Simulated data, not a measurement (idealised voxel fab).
process module | voxel quadruple lines
cross-section cut | 185 nm wide | cells 5 nm
A cross-section is a grid of square cells, given in bands from the top down. A band is one or more rows of cells.
Each band's line starts with the height of the band's top and of its bottom, in nm. Then come its materials from left to right, each with its width in nm. One material with "throughout" fills the band from edge to edge. "air" is empty space.
Height 0 is the level under which the wafer as received is all one material. The lowest band goes on downwards, as in "0 down".
A width such as "30 to 40" changes by the same amount from each row of cells to the next, from the band's top row to its bottom row.
"no change" after a step means that no cell of the cross-section changed.
closed voids: empty space of 8 cells or more with no open way to the top, each as width x height at its distance from the left edge, in nm
after a step's settings: what the simulator itself notes on the step
overlay nm, on a step with a mask: how far to the right of its planned place the mask lay; to the left if negative
plan
1 op RECEIVE | material Si
2 op CONFORMAL_DEP | material Al2O3 | thk nm 10
3 op DIRECTIONAL_DEP | material Ru | thk nm 10
4 op DIRECTIONAL_DEP | material polySi | thk nm 20
5 op DIRECTIONAL_DEP | material aC | thk nm 20
6 op PATTERN | tone cover | mask id MANDREL | material resist | width nm 25 | pitch nm 80 | thk nm 30 | overlay nm -15
7 op DIRECTIONAL_ETCH | etch materials aC | depth nm 20
8 op STRIP | etch materials resist
9 op CONFORMAL_DEP | material SiO2 | thk nm 15
10 op DIRECTIONAL_ETCH | etch materials SiO2 | depth nm 15
11 op STRIP | etch materials aC
12 op DIRECTIONAL_ETCH | etch materials polySi | depth nm 20
13 op STRIP | etch materials SiO2
14 op CONFORMAL_DEP | material SiN | thk nm 5
15 op DIRECTIONAL_ETCH | etch materials SiN | depth nm 5
16 op STRIP | etch materials polySi
17 op DIRECTIONAL_ETCH | etch materials Ru | depth nm 10
18 op STRIP | etch materials SiN
varied across the wafers: overlay nm of step 6. The plan shows the first wafer's value. All wafers start alike
first wafer as received, after step 1
  0 down: Si throughout
  closed voids: none
each wafer at the end: cells of each material gained (+) or lost (-) since it was received, then its closed voids
overlay nm -15 | +74 Al2O3 | +16 Ru | closed voids: none
overlay nm -10 | +74 Al2O3 | +16 Ru | closed voids: none
overlay nm -5 | +74 Al2O3 | +16 Ru | closed voids: none
overlay nm 0 | +74 Al2O3 | +16 Ru | closed voids: none
overlay nm 5 | +74 Al2O3 | +16 Ru | closed voids: none
overlay nm 10 | +74 Al2O3 | +16 Ru | closed voids: none
overlay nm 15 | +74 Al2O3 | +16 Ru | closed voids: none
